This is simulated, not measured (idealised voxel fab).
process module | voxel capacitor over wiring
cross-section cut | 165 nm wide | cells 5 nm
A cross-section is a grid of square cells, given in bands from the top down. A band is one or more rows of cells.
Each band's line starts with the height of the band's top and of its bottom, in nm. Then come its materials from left to right, each with its width in nm. One material with "throughout" fills the band from edge to edge. "air" is empty space.
Height 0 is the level under which the wafer as received is all one material. The lowest band goes on downwards, as in "0 down".
A width such as "30 to 40" changes by the same amount from each row of cells to the next, from the band's top row to its bottom row.
"no change" after a step means that no cell of the cross-section changed.
closed voids: empty space of 8 cells or more with no open way to the top, each as width x height at its distance from the left edge, in nm
after a step's settings: what the simulator itself notes on the step
overlay nm, on a step with a mask: how far to the right of its planned place the mask lay; to the left if negative
plan
1 op RECEIVE | material Si
2 op CONFORMAL_DEP | material SiO2 | thk nm 10
3 op DIRECTIONAL_DEP | material TiN | thk nm 5
4 op DIRECTIONAL_DEP | material W | thk nm 25
5 op PATTERN | tone cover | mask id METAL_1 | material resist | width nm 30 | pitch nm 90 | thk nm 20 | overlay nm 0
6 op DIRECTIONAL_ETCH | etch materials W | depth nm 25
7 op DIRECTIONAL_ETCH | etch materials TiN | depth nm 5
8 op STRIP | etch materials resist
9 op FILL_DEP | material lowk | thk nm 10
10 op CMP | height nm 40
11 op CONFORMAL_DEP | material SiCN | thk nm 5
12 op DIRECTIONAL_DEP | material lowk | thk nm 10
13 op MASKED_ETCH | tone open | mask id PLUG_1 | width nm 15 | etch materials lowk | depth nm 10 | overlay nm 0
14 op MASKED_ETCH | tone open | mask id PLUG_1 | width nm 15 | etch materials SiCN | depth nm 5 | overlay nm 0
15 op CONFORMAL_DEP | material TiN | thk nm 5
16 op FILL_DEP | material Ru | thk nm 5
17 op CMP | height nm 55
18 op DIRECTIONAL_DEP | material TiN | thk nm 10
19 op DIRECTIONAL_DEP | material SiN | thk nm 5
20 op DIRECTIONAL_DEP | material TiN | thk nm 10
21 op DIRECTIONAL_DEP | material aC | thk nm 15
22 op PATTERN | tone cover | mask id UPPER_PLATE | material resist | width nm 65 | thk nm 35 | overlay nm 0
23 op DIRECTIONAL_ETCH | etch materials aC | depth nm 15
24 op STRIP | etch materials resist
25 op DIRECTIONAL_ETCH | etch materials TiN | depth nm 10
26 op DIRECTIONAL_ETCH | etch materials SiN | depth nm 5
27 op STRIP | etch materials aC
28 op MASKED_ETCH | tone cover | mask id LOWER_PLATE | width nm 75 | etch materials TiN | depth nm 10 | overlay nm 0
29 op FILL_DEP | material SiO2 | thk nm 20
30 op CMP | height nm 95
31 op PATTERN | tone open | mask id PLUG_2 | material resist | width nm 15 | thk nm 20 | overlay nm 0
32 op DIRECTIONAL_ETCH | etch materials SiO2 | depth nm 15
33 op STRIP | etch materials resist
34 op CONFORMAL_DEP | material TiN | thk nm 5
35 op FILL_DEP | material Ru | thk nm 10
36 op CMP | height nm 95
37 op CONFORMAL_DEP | material SiN | thk nm 5
as received, after step 1
  0 down: Si throughout
  closed voids: none
first wafer at the end, as planned
  100 to 95: SiN throughout
  95 to 85: SiO2 45 | TiN 5 | Ru 5 | TiN 5 | SiO2 105
  85 to 80: SiO2 45 | TiN 15 | SiO2 105
  80 to 70: SiO2 35 | TiN 65 | SiO2 65
  70 to 65: SiO2 35 | SiN 65 | SiO2 65
  65 to 55: SiO2 30 | TiN 75 | SiO2 60
  55 to 45: lowk 35 | TiN 5 | Ru 5 | TiN 5 | lowk 115
  45 to 40: SiCN 35 | TiN 15 | SiCN 115
  40 to 15: lowk 20 | W 30 | lowk 60 | W 30 | lowk 25
  15 to 10: lowk 20 | TiN 30 | lowk 60 | TiN 30 | lowk 25
  10 to 0: SiO2 throughout
  0 down: Si throughout
  closed voids: none
second wafer at the end: like start, like plan, one mistake
  100 to 95: SiN throughout
  95 to 85: SiO2 45 | TiN 5 | Ru 5 | TiN 5 | SiO2 105
  85 to 80: SiO2 45 | TiN 15 | SiO2 105
  80 to 70: SiO2 35 | TiN 65 | SiO2 65
  70 to 60: SiO2 30 | TiN 75 | SiO2 60
  60 to 55: SiN throughout
  55 to 45: lowk 35 | TiN 5 | Ru 5 | TiN 5 | lowk 115
  45 to 40: SiCN 35 | TiN 15 | SiCN 115
  40 to 15: lowk 20 | W 30 | lowk 60 | W 30 | lowk 25
  15 to 10: lowk 20 | TiN 30 | lowk 60 | TiN 30 | lowk 25
  10 to 0: SiO2 throughout
  0 down: Si throughout
  closed voids: none
what went wrong: steps 18 and 19 were swapped
at the end the second wafer has, in cells: 20 more of SiN | 20 fewer of SiO2
